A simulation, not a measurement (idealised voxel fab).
process module | voxel wiring stack
cross-section cut | 230 nm wide | cells 5 nm
A cross-section is a grid of square cells, given in bands from the top down. A band is one or more rows of cells.
Each band's line starts with the height of the band's top and of its bottom, in nm. Then come its materials from left to right, each with its width in nm. One material with "throughout" fills the band from edge to edge. "air" is empty space.
Height 0 is the level under which the wafer as received is all one material. The lowest band goes on downwards, as in "0 down".
A width such as "30 to 40" changes by the same amount from each row of cells to the next, from the band's top row to its bottom row.
"no change" after a step means that no cell of the cross-section changed.
closed voids: empty space of 8 cells or more with no open way to the top, each as width x height at its distance from the left edge, in nm
after a step's settings: what the simulator itself notes on the step
overlay nm, on a step with a mask: how far to the right of its planned place the mask lay; to the left if negative
plan
1 op RECEIVE | material Si
2 op CONFORMAL_DEP | material SiO2 | thk nm 10
3 op DIRECTIONAL_DEP | material TiN | thk nm 5
4 op DIRECTIONAL_DEP | material W | thk nm 20
5 op DIRECTIONAL_DEP | material aC | thk nm 10
6 op PATTERN | tone cover | mask id METAL_1 | material resist | width nm 25 | pitch nm 55 | thk nm 30 | overlay nm 0
7 op DIRECTIONAL_ETCH | etch materials aC | depth nm 10
8 op STRIP | etch materials resist
9 op DIRECTIONAL_ETCH | etch materials W | depth nm 20
10 op DIRECTIONAL_ETCH | etch materials TiN | depth nm 5
11 op STRIP | etch materials aC
12 op CONFORMAL_DEP | material SiN | thk nm 5
13 op FILL_DEP | material lowk | thk nm 5
14 op CMP | height nm 35
15 op CONFORMAL_DEP | material SiCN | thk nm 5
16 op DIRECTIONAL_DEP | material lowk | thk nm 30
17 op DIRECTIONAL_DEP | material aC | thk nm 15
18 op PATTERN | tone open | mask id METAL_2_HOLES | material resist | width nm 15 | pitch nm 110 | thk nm 35 | overlay nm 0
19 op DIRECTIONAL_ETCH | etch materials aC | depth nm 15
20 op STRIP | etch materials resist
21 op DIRECTIONAL_ETCH | etch materials lowk | depth nm 30
22 op STRIP | etch materials aC
23 op DIRECTIONAL_DEP | material aC | thk nm 10
24 op PATTERN | tone open | mask id METAL_2 | material resist | width nm 25 | pitch nm 55 | thk nm 25 | overlay nm 0
25 op DIRECTIONAL_ETCH | etch materials aC | depth nm 10
26 op STRIP | etch materials resist
27 op DIRECTIONAL_ETCH | etch materials lowk | depth nm 20
28 op DIRECTIONAL_ETCH | etch materials SiCN | depth nm 5
29 op STRIP | etch materials aC
30 op CONFORMAL_DEP | material TiN | thk nm 5
31 op FILL_DEP | material Cu | thk nm 10
32 op CMP | height nm 70
33 op CONFORMAL_DEP | material SiCN | thk nm 5
34 op DIRECTIONAL_DEP | material SiO2 | thk nm 30
35 op MASKED_ETCH | tone open | mask id METAL_3_HOLES | width nm 15 | pitch nm 110 | etch materials SiO2 | depth nm 30 | overlay nm 0
36 op PATTERN | tone open | mask id METAL_3 | material resist | width nm 25 | pitch nm 55 | thk nm 15 | overlay nm 0
37 op DIRECTIONAL_ETCH | etch materials SiO2 | depth nm 15
38 op DIRECTIONAL_ETCH | etch materials SiCN | depth nm 5
39 op STRIP | etch materials resist
40 op CONFORMAL_DEP | material TiN | thk nm 5
41 op FILL_DEP | material Cu | thk nm 10
42 op CMP | height nm 105
43 op CONFORMAL_DEP | material SiCN | thk nm 5
44 op DIRECTIONAL_DEP | material SiO2 | thk nm 15
45 op PATTERN | tone open | mask id PLUG_3 | material resist | width nm 15 | pitch nm 55 | thk nm 15 | overlay nm 0
46 op DIRECTIONAL_ETCH | etch materials SiO2 | depth nm 15
47 op DIRECTIONAL_ETCH | etch materials SiCN | depth nm 5
48 op STRIP | etch materials resist
49 op EPI | material Ru | thk nm 10
50 op EPI | material Ru | thk nm 10
51 op DIRECTIONAL_DEP | material TiN | thk nm 5
52 op DIRECTIONAL_DEP | material Ru | thk nm 20
53 op DIRECTIONAL_DEP | material aC | thk nm 15
54 op PATTERN | tone cover | mask id METAL_4 | material resist | width nm 25 | pitch nm 55 | thk nm 35 | overlay nm 0
55 op DIRECTIONAL_ETCH | etch materials aC | depth nm 15
56 op STRIP | etch materials resist
57 op DIRECTIONAL_ETCH | etch materials Ru | depth nm 20
58 op DIRECTIONAL_ETCH | etch materials TiN | depth nm 5
59 op STRIP | etch materials aC
60 op CONFORMAL_DEP | material SiCN | thk nm 5
61 op FILL_DEP | material lowk | thk nm 5
62 op CMP | height nm 150
63 op CONFORMAL_DEP | material SiCN | thk nm 5
as received, after step 1
  0 down: Si throughout
  closed voids: none
a wafer at the end: this start, this plan, one mistake
  155 to 150: SiCN throughout
  150 to 130: lowk 15 | SiCN 5 | Ru 25 | SiCN 5 | lowk 20 | SiCN 5 | Ru 25 | SiCN 5 | lowk 20 | SiCN 5 | Ru 25 | SiCN 5 | lowk 20 | SiCN 5 | Ru 25 | SiCN 5 | lowk 15
  130 to 125: SiCN 20 | TiN 25 | SiCN 30 | TiN 25 | SiCN 30 | TiN 25 | SiCN 30 | TiN 25 | SiCN 20
  125 to 110: SiO2 20 | Ru 15 | SiO2 40 | Ru 15 | SiO2 40 | Ru 15 | SiO2 40 | Ru 15 | SiO2 30
  110 to 105: SiCN 20 | Ru 15 | SiCN 40 | Ru 15 | SiCN 40 | Ru 15 | SiCN 40 | Ru 15 | SiCN 30
  105 to 95: SiO2 20 | TiN 5 | Ru 15 | TiN 5 | SiO2 30 | TiN 5 | Ru 15 | TiN 5 | SiO2 30 | TiN 5 | Ru 15 | TiN 5 | SiO2 30 | TiN 5 | Ru 15 | TiN 5 | SiO2 20
  95 to 90: SiO2 20 | TiN 5 | Ru 5 | TiN 15 | SiO2 30 | TiN 25 | SiO2 30 | TiN 5 | Ru 5 | TiN 15 | SiO2 30 | TiN 25 | SiO2 20
  90 to 75: SiO2 20 | TiN 5 | Ru 5 | TiN 5 | SiO2 95 | TiN 5 | Ru 5 | TiN 5 | SiO2 85
  75 to 70: SiCN 20 | TiN 15 | SiCN 95 | TiN 15 | SiCN 85
  70 to 55: lowk 20 | TiN 5 | Cu 15 | TiN 5 | lowk 30 | TiN 5 | Cu 15 | TiN 5 | lowk 30 | TiN 5 | Cu 15 | TiN 5 | lowk 30 | TiN 5 | Cu 15 | TiN 5 | lowk 20
  55 to 50: lowk 20 | TiN 5 | Cu 5 | TiN 15 | lowk 30 | TiN 25 | lowk 30 | TiN 5 | Cu 5 | TiN 15 | lowk 30 | TiN 25 | lowk 20
  50 to 40: lowk 20 | TiN 5 | Cu 5 | TiN 5 | lowk 95 | TiN 5 | Cu 5 | TiN 5 | lowk 85
  40 to 35: SiCN 20 | TiN 15 | SiCN 95 | TiN 15 | SiCN 85
  35 to 15: lowk 15 | SiN 5 | W 25 | SiN 5 | lowk 20 | SiN 5 | W 25 | SiN 5 | lowk 20 | SiN 5 | W 25 | SiN 5 | lowk 20 | SiN 5 | W 25 | SiN 5 | lowk 15
  15 to 10: SiN 20 | TiN 25 | SiN 30 | TiN 25 | SiN 30 | TiN 25 | SiN 30 | TiN 25 | SiN 20
  10 to 0: SiO2 throughout
  0 down: Si throughout
  closed voids: none
what went wrong: step 41 ran as: op FILL_DEP | material Ru | thk nm 10
